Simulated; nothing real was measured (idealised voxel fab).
Process module under the name voxel self aligned vias
This is section cut - it's 285 nm across, gridded in 5 nm square cells.
Square cells in a grid make up a cross-section in this document, and the grid is given as bands, listed from the top down, each one or more rows of cells. Basically the band line says how high the top is and how high the bottom is, in nm, and then what's in it from left to right, every material with its width in nm. Empty space shows up as "empty", and if a single material carries "throughout" it runs the full band edge to edge. All heights in this document are referenced to 0, defined as the level beneath which the wafer, as received, consists entirely of one material. The lowest band is not bounded below; it extends indefinitely downward and is written in the form "top 0, no bottom". Width "30 to 40": first value at the band's top row of cells, second value at its bottom row, equal change from row to row. When a step is marked "nothing changed", none of the cells in the cross-section changed during that step. For the entry "Sealed internal cavities", the listed items are empty spaces with no open way to the top whose size is 8 cells or more; each item follows the pattern width x height at distance, where distance is from the left edge and all three are in nm. Anything after a step's settings on that line? It's the simulator's own note about the step. overlay nm: right-of-plan distance of the mask on a masked step; negative values mean left-of-plan.
-- Process steps - plan
1,RECEIVE (material Si)
2,CONFORMAL_DEP (material SiO2; thk nm 15)
3,CONFORMAL_DEP (material SiCN; thk nm 5)
4,DIRECTIONAL_DEP (material lowk; thk nm 25)
5,PATTERN (tone open; mask id LINES; material resist; width nm 30; pitch nm 70; thk nm 20; overlay nm 0)
6,DIRECTIONAL_ETCH (etch materials lowk; depth nm 25)
7,STRIP (etch materials resist)
8,CONFORMAL_DEP (material TiN; thk nm 5)
9,FILL_DEP (material Ru; thk nm 10)
10,CMP (height nm 45)
11,SELECTIVE_ETCH (etch materials W Ru TiN; depth nm 5)
12,FILL_DEP (material SiN; thk nm 10)
13,CMP (height nm 45)
14,DIRECTIONAL_DEP (material lowk; thk nm 20)
15,PATTERN (tone open; mask id VIAS; material resist; width nm 30; pitch nm 70; thk nm 15; overlay nm 0)
16,DIRECTIONAL_ETCH (etch materials lowk; depth nm 20)
17,DIRECTIONAL_ETCH (etch materials SiN; depth nm 5)
18,STRIP (etch materials resist)
19,CONFORMAL_DEP (material TiN; thk nm 5)
20,FILL_DEP (material Cu; thk nm 10)
21,CMP (height nm 65)
22,CONFORMAL_DEP (material SiN; thk nm 5)
Where the wafers of this document differ is in the width nm of step 15; they start out the same, and the plan states the value that applied to the first wafer.
-- Received condition of the first of several wafers, sectioned: post-step 1
  top 0, no bottom: Si throughout
  Sealed internal cavities: none
-- Cross-sectional representation of the first of several wafers at the end of the module, i.e. after its terminal step, step 22
  top 70, bottom 65: SiN throughout
  top 65, bottom 45: lowk (90) | TiN (5) | Cu (20) | TiN (5) | lowk (40) | TiN (5) | Cu (20) | TiN (5) | lowk (95)
  top 45, bottom 40: lowk (90) | TiN (30) | lowk (40) | TiN (30) | lowk (95)
  top 40, bottom 25: lowk (90) | TiN (5) | Ru (20) | TiN (5) | lowk (40) | TiN (5) | Ru (20) | TiN (5) | lowk (95)
  top 25, bottom 20: lowk (90) | TiN (30) | lowk (40) | TiN (30) | lowk (95)
  top 20, bottom 15: SiCN throughout
  top 15, bottom 0: SiO2 throughout
  top 0, no bottom: Si throughout
  Sealed internal cavities: none
-- The last wafer as seen in cross-section at the end of the module
  top 70, bottom 65: SiN throughout
  top 65, bottom 50: lowk (80) | TiN (5) | Cu (45) | TiN (5) | lowk (15) | TiN (5) | Cu (45) | TiN (5) | lowk (80)
  top 50, bottom 45: lowk (80) | TiN (15) | Cu (20) | TiN (20) | lowk (15) | TiN (15) | Cu (20) | TiN (20) | lowk (80)
  top 45, bottom 40: lowk (90) | TiN (30) | lowk (40) | TiN (30) | lowk (95)
  top 40, bottom 25: lowk (90) | TiN (5) | Ru (20) | TiN (5) | lowk (40) | TiN (5) | Ru (20) | TiN (5) | lowk (95)
  top 25, bottom 20: lowk (90) | TiN (30) | lowk (40) | TiN (30) | lowk (95)
  top 20, bottom 15: SiCN throughout
  top 15, bottom 0: SiO2 throughout
  top 0, no bottom: Si throughout
  Sealed internal cavities: none
-- The table below has one row for each wafer; a row shows, as of the end of the module, how many cells of each material the wafer has gained, marked (+), or lost, marked (-), since it was received, and then the wafer's closed voids
width nm 30, +32 Cu, +24 Ru, +57 SiCN, +57 SiN, +171 SiO2, +52 TiN, +405 lowk, Sealed internal cavities: none
width nm 35, +38 Cu, +24 Ru, +57 SiCN, +57 SiN, +171 SiO2, +54 TiN, +397 lowk, Sealed internal cavities: none
width nm 40, +44 Cu, +24 Ru, +57 SiCN, +57 SiN, +171 SiO2, +56 TiN, +389 lowk, Sealed internal cavities: none
width nm 45, +50 Cu, +24 Ru, +57 SiCN, +57 SiN, +171 SiO2, +58 TiN, +381 lowk, Sealed internal cavities: none
width nm 50, +56 Cu, +24 Ru, +57 SiCN, +57 SiN, +171 SiO2, +60 TiN, +373 lowk, Sealed internal cavities: none
width nm 55, +62 Cu, +24 Ru, +57 SiCN, +57 SiN, +171 SiO2, +62 TiN, +365 lowk, Sealed internal cavities: none
